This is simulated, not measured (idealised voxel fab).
Module name: voxel self aligned vias (process module)
210 nm wide, 5 nm square cells: that's cross-section cut.
A cross-section in this document is a grid of square cells, and it is written down as bands, the top band listed before the ones below it; a band is made up of one or more rows of cells.
In this notation a band is specified by the heights of its top and bottom, in that order and in nm, after which its materials appear from left to right, each paired with its width in nm. The word "all across" attached to a single material means that material fills the band from edge to edge; the word "blank" stands for empty space.
Counting heights begins at 0, where everything beneath is, in the wafer as received, one material. The lowest band has no bottom; it goes on downwards, as "0 nm and below" shows.
Top row gets the first number, bottom row gets the second, and each row in between changes by the same step: that is how a band width like "30..40" works.
Reading "stayed the same" for a step: not a cell of the cross-section changed in it.
Closed-off voids of 8+ cells (no open route to the top) go in "Closed void roster", written width x height at distance from the left edge, in nm.
after a step's settings: what the simulator itself notes on the step
The setting "overlay nm" may be written on the line of a step. When the step uses a mask, the value reports how far to the right of the planned place the mask lay, and a negative value reports that it lay to the left.
[The planned process steps are enumerated hereunder]
- 1: RECEIVE [material Si]
- 2: CONFORMAL_DEP [material SiO2] [thk nm 10]
- 3: CONFORMAL_DEP [material SiCN] [thk nm 5]
- 4: DIRECTIONAL_DEP [material SiO2] [thk nm 25]
- 5: DIRECTIONAL_DEP [material aC] [thk nm 15]
- 6: PATTERN [tone open] [mask id LINES] [material resist] [width nm 20] [pitch nm 65] [thk nm 30] [overlay nm 0]
- 7: DIRECTIONAL_ETCH [etch materials aC] [depth nm 15]
- 8: STRIP [etch materials resist]
- 9: DIRECTIONAL_ETCH [etch materials SiO2] [depth nm 25]
- 10: STRIP [etch materials aC]
- 11: CONFORMAL_DEP [material TiN] [thk nm 5]
- 12: FILL_DEP [material Ru] [thk nm 10]
- 13: CMP [height nm 40]
- 14: SELECTIVE_ETCH [etch materials W Ru TiN] [depth nm 10]
- 15: FILL_DEP [material SiN] [thk nm 5]
- 16: CMP [height nm 40]
- 17: DIRECTIONAL_DEP [material SiO2] [thk nm 20]
- 18: MASKED_ETCH [tone open] [mask id VIAS] [width nm 40] [pitch nm 130] [etch materials SiO2] [depth nm 20] [overlay nm 0]
- 19: MASKED_ETCH [tone open] [mask id VIAS] [width nm 40] [pitch nm 130] [etch materials SiN] [depth nm 10] [overlay nm 0]
- 20: CONFORMAL_DEP [material TiN] [thk nm 5]
- 21: FILL_DEP [material Cu] [thk nm 10]
- 22: CMP [height nm 60]
- 23: CONFORMAL_DEP [material SiCN] [thk nm 5]
[Wafer, first of two, run as planned]
[Delivered wafer in cross-section: state after step 1]
	0 nm and below  Si all across
	Closed void roster: none
[So this is the wafer cross-section right after step 2]
	10 nm to 0 nm  SiO2 all across
	Lower than 0, everything is as it was.
[So this is the wafer cross-section right after step 3]
	15 nm to 10 nm  SiCN all across
	Lower than 10, everything is as it was.
[So this is the wafer cross-section right after step 4]
	40 nm to 15 nm  SiO2 all across
	Lower than 15, everything is as it was.
[So this is the wafer cross-section right after step 5]
	55 nm to 40 nm  aC all across
	Lower than 40, everything is as it was.
[So this is the wafer cross-section right after step 6]
	85 nm to 55 nm  30 of resist, then 20 of blank, then 45 of resist, then 20 of blank, then 45 of resist, then 20 of blank, then 30 of resist
	Lower than 55, everything is as it was.
[So this is the wafer cross-section right after step 7]
	70 nm to 55 nm  30 of resist, then 20 of blank, then 45 of resist, then 20 of blank, then 45 of resist, then 20 of blank, then 30 of resist
	55 nm to 40 nm  30 of aC, then 20 of blank, then 45 of aC, then 20 of blank, then 45 of aC, then 20 of blank, then 30 of aC
	Lower than 40, everything is as it was.
[So this is the wafer cross-section right after step 8]
	55 nm to 40 nm  30 of aC, then 20 of blank, then 45 of aC, then 20 of blank, then 45 of aC, then 20 of blank, then 30 of aC
	Lower than 40, everything is as it was.
[So this is the wafer cross-section right after step 9]
	55 nm to 40 nm  30 of aC, then 20 of blank, then 45 of aC, then 20 of blank, then 45 of aC, then 20 of blank, then 30 of aC
	40 nm to 15 nm  30 of SiO2, then 20 of blank, then 45 of SiO2, then 20 of blank, then 45 of SiO2, then 20 of blank, then 30 of SiO2
	Lower than 15, everything is as it was.
[So this is the wafer cross-section right after step 10]
	40 nm to 15 nm  30 of SiO2, then 20 of blank, then 45 of SiO2, then 20 of blank, then 45 of SiO2, then 20 of blank, then 30 of SiO2
	Lower than 15, everything is as it was.
[So this is the wafer cross-section right after step 11]
	45 nm to 40 nm  35 of TiN, then 10 of blank, then 55 of TiN, then 10 of blank, then 55 of TiN, then 10 of blank, then 35 of TiN
	40 nm to 20 nm  30 of SiO2, then 5 of TiN, then 10 of blank, then 5 of TiN, then 45 of SiO2, then 5 of TiN, then 10 of blank, then 5 of TiN, then 45 of SiO2, then 5 of TiN, then 10 of blank, then 5 of TiN, then 30 of SiO2
	20 nm to 15 nm  30 of SiO2, then 20 of TiN, then 45 of SiO2, then 20 of TiN, then 45 of SiO2, then 20 of TiN, then 30 of SiO2
	Lower than 15, everything is as it was.
[So this is the wafer cross-section right after step 12]
	55 nm to 45 nm  Ru all across
	45 nm to 40 nm  35 of TiN, then 10 of Ru, then 55 of TiN, then 10 of Ru, then 55 of TiN, then 10 of Ru, then 35 of TiN
	40 nm to 20 nm  30 of SiO2, then 5 of TiN, then 10 of Ru, then 5 of TiN, then 45 of SiO2, then 5 of TiN, then 10 of Ru, then 5 of TiN, then 45 of SiO2, then 5 of TiN, then 10 of Ru, then 5 of TiN, then 30 of SiO2
	Lower than 20, everything is as it was.
[So this is the wafer cross-section right after step 13]
	40 nm to 20 nm  30 of SiO2, then 5 of TiN, then 10 of Ru, then 5 of TiN, then 45 of SiO2, then 5 of TiN, then 10 of Ru, then 5 of TiN, then 45 of SiO2, then 5 of TiN, then 10 of Ru, then 5 of TiN, then 30 of SiO2
	Lower than 20, everything is as it was.
[So this is the wafer cross-section right after step 14]
	40 nm to 30 nm  30 of SiO2, then 20 of blank, then 45 of SiO2, then 20 of blank, then 45 of SiO2, then 20 of blank, then 30 of SiO2
	Lower than 30, everything is as it was.
[So this is the wafer cross-section right after step 15]
	45 nm to 40 nm  SiN all across
	40 nm to 30 nm  30 of SiO2, then 20 of SiN, then 45 of SiO2, then 20 of SiN, then 45 of SiO2, then 20 of SiN, then 30 of SiO2
	Lower than 30, everything is as it was.
[So this is the wafer cross-section right after step 16]
	40 nm to 30 nm  30 of SiO2, then 20 of SiN, then 45 of SiO2, then 20 of SiN, then 45 of SiO2, then 20 of SiN, then 30 of SiO2
	Lower than 30, everything is as it was.
[So this is the wafer cross-section right after step 17]
	60 nm to 40 nm  SiO2 all across
	Lower than 40, everything is as it was.
[So this is the wafer cross-section right after step 18]
	60 nm to 40 nm  20 of SiO2, then 40 of blank, then 90 of SiO2, then 40 of blank, then 20 of SiO2
	Lower than 40, everything is as it was.
[So this is the wafer cross-section right after step 19]
	60 nm to 40 nm  20 of SiO2, then 40 of blank, then 90 of SiO2, then 40 of blank, then 20 of SiO2
	40 nm to 30 nm  30 of SiO2, then 20 of blank, then 45 of SiO2, then 20 of SiN, then 45 of SiO2, then 20 of blank, then 30 of SiO2
	Lower than 30, everything is as it was.
[So this is the wafer cross-section right after step 20]
	65 nm to 60 nm  25 of TiN, then 30 of blank, then 100 of TiN, then 30 of blank, then 25 of TiN
	60 nm to 45 nm  20 of SiO2, then 5 of TiN, then 30 of blank, then 5 of TiN, then 90 of SiO2, then 5 of TiN, then 30 of blank, then 5 of TiN, then 20 of SiO2
	45 nm to 40 nm  20 of SiO2, then 15 of TiN, then 10 of blank, then 15 of TiN, then 90 of SiO2, then 15 of TiN, then 10 of blank, then 15 of TiN, then 20 of SiO2
	40 nm to 35 nm  30 of SiO2, then 5 of TiN, then 10 of blank, then 5 of TiN, then 45 of SiO2, then 20 of SiN, then 45 of SiO2, then 5 of TiN, then 10 of blank, then 5 of TiN, then 30 of SiO2
	35 nm to 30 nm  30 of SiO2, then 20 of TiN, then 45 of SiO2, then 20 of SiN, then 45 of SiO2, then 20 of TiN, then 30 of SiO2
	Lower than 30, everything is as it was.
[So this is the wafer cross-section right after step 21]
	75 nm to 65 nm  Cu all across
	65 nm to 60 nm  25 of TiN, then 30 of Cu, then 100 of TiN, then 30 of Cu, then 25 of TiN
	60 nm to 45 nm  20 of SiO2, then 5 of TiN, then 30 of Cu, then 5 of TiN, then 90 of SiO2, then 5 of TiN, then 30 of Cu, then 5 of TiN, then 20 of SiO2
	45 nm to 40 nm  20 of SiO2, then 15 of TiN, then 10 of Cu, then 15 of TiN, then 90 of SiO2, then 15 of TiN, then 10 of Cu, then 15 of TiN, then 20 of SiO2
	40 nm to 35 nm  30 of SiO2, then 5 of TiN, then 10 of Cu, then 5 of TiN, then 45 of SiO2, then 20 of SiN, then 45 of SiO2, then 5 of TiN, then 10 of Cu, then 5 of TiN, then 30 of SiO2
	Lower than 35, everything is as it was.
[So this is the wafer cross-section right after step 22]
	60 nm to 45 nm  20 of SiO2, then 5 of TiN, then 30 of Cu, then 5 of TiN, then 90 of SiO2, then 5 of TiN, then 30 of Cu, then 5 of TiN, then 20 of SiO2
	Lower than 45, everything is as it was.
[So this is the wafer cross-section right after step 23]
	65 nm to 60 nm  SiCN all across
	Lower than 60, everything is as it was.
[Second wafer: same start and same plan as the first, one execution error; identical to the first through step 18]
[Cross-section, second wafer, at the end time the plan gives for step 19]
	60 nm to 40 nm  20 of SiO2, then 40 of blank, then 90 of SiO2, then 40 of blank, then 20 of SiO2
	40 nm to 30 nm  20 of SiO2, then 10 of blank, then 20 of SiN, then 10 of blank, then 35 of SiO2, then 20 of SiN, then 35 of SiO2, then 10 of blank, then 20 of SiN, then 10 of blank, then 20 of SiO2
	Lower than 30, everything is as it was.
[Cross-section, second wafer, at the end time the plan gives for step 20]
	65 nm to 60 nm  25 of TiN, then 30 of blank, then 100 of TiN, then 30 of blank, then 25 of TiN
	60 nm to 45 nm  20 of SiO2, then 5 of TiN, then 30 of blank, then 5 of TiN, then 90 of SiO2, then 5 of TiN, then 30 of blank, then 5 of TiN, then 20 of SiO2
	45 nm to 40 nm  20 of SiO2, then 40 of TiN, then 90 of SiO2, then 40 of TiN, then 20 of SiO2
	40 nm to 30 nm  20 of SiO2, then 10 of TiN, then 20 of SiN, then 10 of TiN, then 35 of SiO2, then 20 of SiN, then 35 of SiO2, then 10 of TiN, then 20 of SiN, then 10 of TiN, then 20 of SiO2
	Lower than 30, everything is as it was.
[Cross-section, second wafer, at the end time the plan gives for step 21]
	75 nm to 65 nm  Cu all across
	65 nm to 60 nm  25 of TiN, then 30 of Cu, then 100 of TiN, then 30 of Cu, then 25 of TiN
	60 nm to 45 nm  20 of SiO2, then 5 of TiN, then 30 of Cu, then 5 of TiN, then 90 of SiO2, then 5 of TiN, then 30 of Cu, then 5 of TiN, then 20 of SiO2
	Lower than 45, everything is as it was.
[Cross-section, second wafer, at the end time the plan gives for step 22]
	60 nm to 45 nm  20 of SiO2, then 5 of TiN, then 30 of Cu, then 5 of TiN, then 90 of SiO2, then 5 of TiN, then 30 of Cu, then 5 of TiN, then 20 of SiO2
	Lower than 45, everything is as it was.
[Cross-section, second wafer, at the end time the plan gives for step 23]
	65 nm to 60 nm  SiCN all across
	Lower than 60, everything is as it was.
What went wrong in running the wafer? step 19, actual vs plan mismatch, actual run MASKED_ETCH [tone open] [mask id VIAS] [width nm 40] [pitch nm 130] [etch materials SiO2] [depth nm 10] [overlay nm 0]
Per the end-of-run cell counts, the second wafer holds more or fewer of some materials than the first: 8 fewer of Cu, 16 more of SiN, 16 fewer of SiO2, 8 more of TiN
